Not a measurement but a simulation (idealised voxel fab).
process module | voxel wiring stack
cross-section cut | 220 nm wide | cells 5 nm
A cross-section is a grid of square cells, given in bands from the top down. A band is one or more rows of cells.
Each band's line starts with the height of the band's top and of its bottom, in nm. Then come its materials from left to right, each with its width in nm. One material with "throughout" fills the band from edge to edge. "air" is empty space.
Height 0 is the level under which the wafer as received is all one material. The lowest band goes on downwards, as in "0 down".
A width such as "30 to 40" changes by the same amount from each row of cells to the next, from the band's top row to its bottom row.
"no change" after a step means that no cell of the cross-section changed.
closed voids: empty space of 8 cells or more with no open way to the top, each as width x height at its distance from the left edge, in nm
after a step's settings: what the simulator itself notes on the step
overlay nm, on a step with a mask: how far to the right of its planned place the mask lay; to the left if negative
plan
1 op RECEIVE | material Si
2 op CONFORMAL_DEP | material SiO2 | thk nm 15
3 op CONFORMAL_DEP | material SiN | thk nm 5
4 op DIRECTIONAL_DEP | material SiO2 | thk nm 25
5 op DIRECTIONAL_DEP | material aC | thk nm 15
6 op PATTERN | tone open | mask id METAL_1 | material resist | width nm 20 | pitch nm 45 | thk nm 35 | overlay nm 0
7 op DIRECTIONAL_ETCH | etch materials aC | depth nm 15
8 op STRIP | etch materials resist
9 op DIRECTIONAL_ETCH | etch materials SiO2 | depth nm 25
10 op DIRECTIONAL_ETCH | etch materials SiN | depth nm 5
11 op STRIP | etch materials aC
12 op CONFORMAL_DEP | material TiN | thk nm 5
13 op FILL_DEP | material Ru | thk nm 10
14 op CMP | height nm 45
15 op EPI | material Ru | thk nm 5
16 op FILL_DEP | material SiCN | thk nm 5
17 op DIRECTIONAL_DEP | material lowk | thk nm 10
18 op PATTERN | tone open | mask id PLUG_1 | material resist | width nm 15 | pitch nm 90 | thk nm 15 | overlay nm 0
19 op DIRECTIONAL_ETCH | etch materials lowk | depth nm 10
20 op DIRECTIONAL_ETCH | etch materials SiCN | depth nm 5
21 op STRIP | etch materials resist
22 op EPI | material Ru | thk nm 10
23 op EPI | material Ru | thk nm 5
24 op DIRECTIONAL_DEP | material TiN | thk nm 5
25 op DIRECTIONAL_DEP | material Ru | thk nm 20
26 op DIRECTIONAL_DEP | material aC | thk nm 10
27 op PATTERN | tone cover | mask id METAL_2 | material resist | width nm 20 | pitch nm 45 | thk nm 30 | overlay nm 0
28 op DIRECTIONAL_ETCH | etch materials aC | depth nm 10
29 op STRIP | etch materials resist
30 op DIRECTIONAL_ETCH | etch materials Ru | depth nm 20
31 op DIRECTIONAL_ETCH | etch materials TiN | depth nm 5
32 op STRIP | etch materials aC
33 op CONFORMAL_DEP | material SiN | thk nm 5
34 op FILL_DEP | material lowk | thk nm 10
35 op CMP | height nm 90
36 op CONFORMAL_DEP | material SiCN | thk nm 5
37 op DIRECTIONAL_DEP | material SiO2 | thk nm 10
38 op PATTERN | tone open | mask id PLUG_2 | material resist | width nm 15 | pitch nm 90 | thk nm 20 | overlay nm 0
39 op DIRECTIONAL_ETCH | etch materials SiO2 | depth nm 10
40 op DIRECTIONAL_ETCH | etch materials SiCN | depth nm 5
41 op STRIP | etch materials resist
42 op EPI | material Ru | thk nm 10
43 op EPI | material Ru | thk nm 5
44 op CONFORMAL_DEP | material SiCN | thk nm 5
45 op DIRECTIONAL_DEP | material lowk | thk nm 25
46 op MASKED_ETCH | tone open | mask id METAL_3 | width nm 20 | pitch nm 45 | etch materials lowk | depth nm 25 | overlay nm 0
47 op MASKED_ETCH | tone open | mask id METAL_3 | width nm 20 | pitch nm 45 | etch materials SiCN | depth nm 5 | overlay nm 0
48 op CONFORMAL_DEP | material TiN | thk nm 5
49 op FILL_DEP | material Ru | thk nm 5
50 op CMP | height nm 135
51 op CONFORMAL_DEP | material SiCN | thk nm 5
varied across the wafers: thk nm of step 44. The plan shows the first wafer's value. All wafers start alike
first wafer as received, after step 1
  0 down: Si throughout
  closed voids: none
each wafer at the end: cells of each material gained (+) or lost (-) since it was received, then its closed voids
thk nm 5 | +204 Ru | +168 SiCN | +88 SiN | +348 SiO2 | +128 TiN | +296 lowk | closed voids: none
thk nm 10 | +196 Ru | +212 SiCN | +88 SiN | +348 SiO2 | +120 TiN | +268 lowk | closed voids: none
thk nm 15 | +188 Ru | +256 SiCN | +88 SiN | +348 SiO2 | +112 TiN | +240 lowk | closed voids: none
thk nm 20 | +180 Ru | +300 SiCN | +88 SiN | +348 SiO2 | +104 TiN | +212 lowk | closed voids: none
